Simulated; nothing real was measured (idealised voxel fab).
A process module follows: voxel wiring stack.
Each square cell in cross-section cut measures 5 nm, and the section as a whole is 185 nm wide.
Notation: cross-section as square-cell grid; stated in bands, top first, going down; one or more cell rows per band.
Top, bottom (nm), then materials left to right with widths (nm); lone material tagged "everywhere" fills the whole band edge to edge; "empty" = empty space.
Heights are measured from 0, the level below which the as-received wafer is all one material; the lowest band has no bottom and continues downward, written as in "top 0, no bottom".
Quick explanation for "30..40": the width changes in equal steps down the rows of cells, from the first number in the band's top row to the second number in its bottom row.
Where a step carries "changes: none", the cross-section came out of it unchanged, cell for cell.
Look at "Closed void entries" for the closed voids: empty spaces with no open path to the top, sized 8 cells or up. Each is width x height at distance, distance from the left edge, all nm.
That trailing text on a step's line, after the settings, is the simulator's own remark on the step.
The setting "overlay nm" may be written on the line of a step. When the step uses a mask, the value reports how far to the right of the planned place the mask lay, and a negative value reports that it lay to the left.

[Here's what the planned process steps look like]
1: RECEIVE (material Si)
2: CONFORMAL_DEP (material SiO2; thk nm 10)
3: DIRECTIONAL_DEP (material TiN; thk nm 5)
4: DIRECTIONAL_DEP (material Ru; thk nm 25)
5: MASKED_ETCH (tone cover; mask id METAL_1; width nm 20; pitch nm 45; etch materials Ru; depth nm 25; overlay nm 0)
6: MASKED_ETCH (tone cover; mask id METAL_1; width nm 15; pitch nm 45; etch materials TiN; depth nm 5; overlay nm 0)
7: CONFORMAL_DEP (material SiCN; thk nm 5)
8: FILL_DEP (material SiO2; thk nm 10)
9: CMP (height nm 40)
10: CONFORMAL_DEP (material SiCN; thk nm 5)
11: DIRECTIONAL_DEP (material SiO2; thk nm 15)
12: MASKED_ETCH (tone open; mask id PLUG_1; width nm 15; pitch nm 45; etch materials SiO2; depth nm 15; overlay nm 0)
13: MASKED_ETCH (tone open; mask id PLUG_1; width nm 15; pitch nm 45; etch materials SiCN; depth nm 5; overlay nm 0)
14: EPI (material Ru; thk nm 10)
15: EPI (material Ru; thk nm 10)
16: DIRECTIONAL_DEP (material TiN; thk nm 5)
17: DIRECTIONAL_DEP (material Ru; thk nm 20)
18: DIRECTIONAL_DEP (material aC; thk nm 15)
19: PATTERN (tone cover; mask id METAL_2; material resist; width nm 20; pitch nm 45; thk nm 30; overlay nm 0)
20: DIRECTIONAL_ETCH (etch materials aC; depth nm 15)
21: STRIP (etch materials resist)
22: DIRECTIONAL_ETCH (etch materials Ru; depth nm 20)
23: DIRECTIONAL_ETCH (etch materials TiN; depth nm 5)
24: STRIP (etch materials aC)
25: FILL_DEP (material lowk; thk nm 5)
26: CMP (height nm 85)
27: CONFORMAL_DEP (material SiCN; thk nm 5)
Every wafer here starts from the same state; it is the step 6 width nm that distinguishes them, and the value the plan gives belongs to the first wafer.

[The first of several wafers, as received after step 1, seen in section]
- top 0, no bottom: Si everywhere
- Closed void entries: none

[Quick key for the table: a row per wafer, taken at the end of the module. For each material it tells you how many cells the wafer gained (+) or lost (-) since it came in, and the closed voids come after]
width nm 15, +144 Ru, +120 SiCN, +253 SiO2, +24 TiN, +125 lowk, Closed void entries: none
width nm 20, +144 Ru, +120 SiCN, +253 SiO2, +24 TiN, +125 lowk, Closed void entries: none
width nm 25, +144 Ru, +120 SiCN, +250 SiO2, +27 TiN, +125 lowk, Closed void entries: none
width nm 30, +144 Ru, +120 SiCN, +247 SiO2, +30 TiN, +125 lowk, Closed void entries: none
